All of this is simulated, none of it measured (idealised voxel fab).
Process module in this document: voxel capacitor over wiring
Square cell edge 5 nm, section width 210 nm, ID cut.
Bands, listed from the top down, are how a cross-section gets written in this document; the cross-section itself is a grid of square cells, and a band is one or more rows of them.
This entry defines a band. It first specifies the height of the band's top and the height of its bottom in nm, and then specifies the band's materials from left to right, stating each material with its width in nm. The word "all across" identifies a single material that fills the band from edge to edge, while the word "air" identifies empty space.
Heights from 0 (as-received wafer is one material below). Bottom band endless downward, as "top 0, no bottom".
Width spec "30->40" -> top row of cells at first value, bottom row at second value, equal per-row change in between.
Any step labelled "no modifications" changed none of the cells in the cross-section.
Closed-off voids of 8+ cells (no open route to the top) go in "Non-vented voids", written width x height at distance from the left edge, in nm.
Post-settings text on a step line: simulator's own remark regarding the step.
A step's line can hold "overlay nm"; with a mask on that step, the setting says how far right of the planned place the mask lay, while a negative setting says it lay to the left.
-- Process steps - plan
1: RECEIVE, material Si
2: CONFORMAL_DEP, material SiO2, thk nm 10
3: CONFORMAL_DEP, material SiCN, thk nm 5
4: DIRECTIONAL_DEP, material SiO2, thk nm 15
5: PATTERN, tone open, mask id METAL_1, material resist, width nm 30, pitch nm 95, thk nm 20, overlay nm 0
6: DIRECTIONAL_ETCH, etch materials SiO2, depth nm 15
7: DIRECTIONAL_ETCH, etch materials SiCN, depth nm 5
8: STRIP, etch materials resist
9: CONFORMAL_DEP, material TiN, thk nm 5
10: FILL_DEP, material Cu, thk nm 5
11: CMP, height nm 30
12: CONFORMAL_DEP, material SiCN, thk nm 5
13: DIRECTIONAL_DEP, material lowk, thk nm 20
14: PATTERN, tone open, mask id PLUG_1, material resist, width nm 15, thk nm 15, overlay nm 0
15: DIRECTIONAL_ETCH, etch materials lowk, depth nm 20
16: DIRECTIONAL_ETCH, etch materials SiCN, depth nm 5
17: STRIP, etch materials resist
18: EPI, material Ru, thk nm 10
19: EPI, material Ru, thk nm 10
20: EPI, material Ru, thk nm 5
21: DIRECTIONAL_DEP, material TiN, thk nm 5
22: DIRECTIONAL_DEP, material HfO2, thk nm 5
23: DIRECTIONAL_DEP, material TiN, thk nm 5
24: MASKED_ETCH, tone cover, mask id UPPER_PLATE, width nm 70, etch materials TiN, depth nm 5, overlay nm 0
25: MASKED_ETCH, tone cover, mask id UPPER_PLATE, width nm 70, etch materials HfO2, depth nm 5, overlay nm 0
26: MASKED_ETCH, tone cover, mask id LOWER_PLATE, width nm 80, etch materials TiN, depth nm 5, overlay nm 0
27: FILL_DEP, material SiO2, thk nm 15
28: CMP, height nm 80
29: DIRECTIONAL_DEP, material aC, thk nm 15
30: PATTERN, tone open, mask id PLUG_2, material resist, width nm 15, thk nm 30, overlay nm 0
31: DIRECTIONAL_ETCH, etch materials aC, depth nm 15
32: STRIP, etch materials resist
33: DIRECTIONAL_ETCH, etch materials SiO2, depth nm 10
34: STRIP, etch materials aC
35: CONFORMAL_DEP, material TiN, thk nm 5
36: FILL_DEP, material W, thk nm 5
37: CMP, height nm 80
38: CONFORMAL_DEP, material SiN, thk nm 5
-- Here's what the wafer looked like in cross-section when it arrived - that's after step 1
  top 0, no bottom  Si all across
  Non-vented voids: none
-- a wafer at the end: this start, this plan, one mistake
  top 85, bottom 80  SiN all across
  top 80, bottom 75  65 nm SiO2 | 5 nm TiN | 5 nm W | 5 nm TiN | 130 nm SiO2
  top 75, bottom 65  65->70 nm SiO2 | 15->55 nm TiN | 130->85 nm SiO2
  top 65, bottom 60  70 nm SiO2 | 55 nm HfO2 | 85 nm SiO2
  top 60, bottom 55  50 nm SiO2 | 5 nm TiN | 15 nm SiO2 | 60 nm TiN | 80 nm SiO2
  top 55, bottom 45  55 nm lowk | 15 nm SiO2 | 140 nm lowk
  top 45, bottom 40  55 nm lowk | 15 nm TiN | 140 nm lowk
  top 40, bottom 35  55 nm lowk | 15 nm HfO2 | 140 nm lowk
  top 35, bottom 30  55 nm SiCN | 15 nm TiN | 140 nm SiCN
  top 30, bottom 15  35 nm Cu | 5 nm TiN | 30 nm SiO2 | 5 nm TiN | 55 nm Cu | 5 nm TiN | 30 nm SiO2 | 5 nm TiN | 40 nm Cu
  top 15, bottom 10  40 nm TiN | 30 nm SiCN | 65 nm TiN | 30 nm SiCN | 45 nm TiN
  top 10, bottom 0  SiO2 all across
  top 0, no bottom  Si all across
  Non-vented voids: none
Short version of what went wrong: step 5 went in with a setting other than planned; the actual run was PATTERN, tone cover, mask id METAL_1, material resist, width nm 30, pitch nm 95, thk nm 20, overlay nm 0
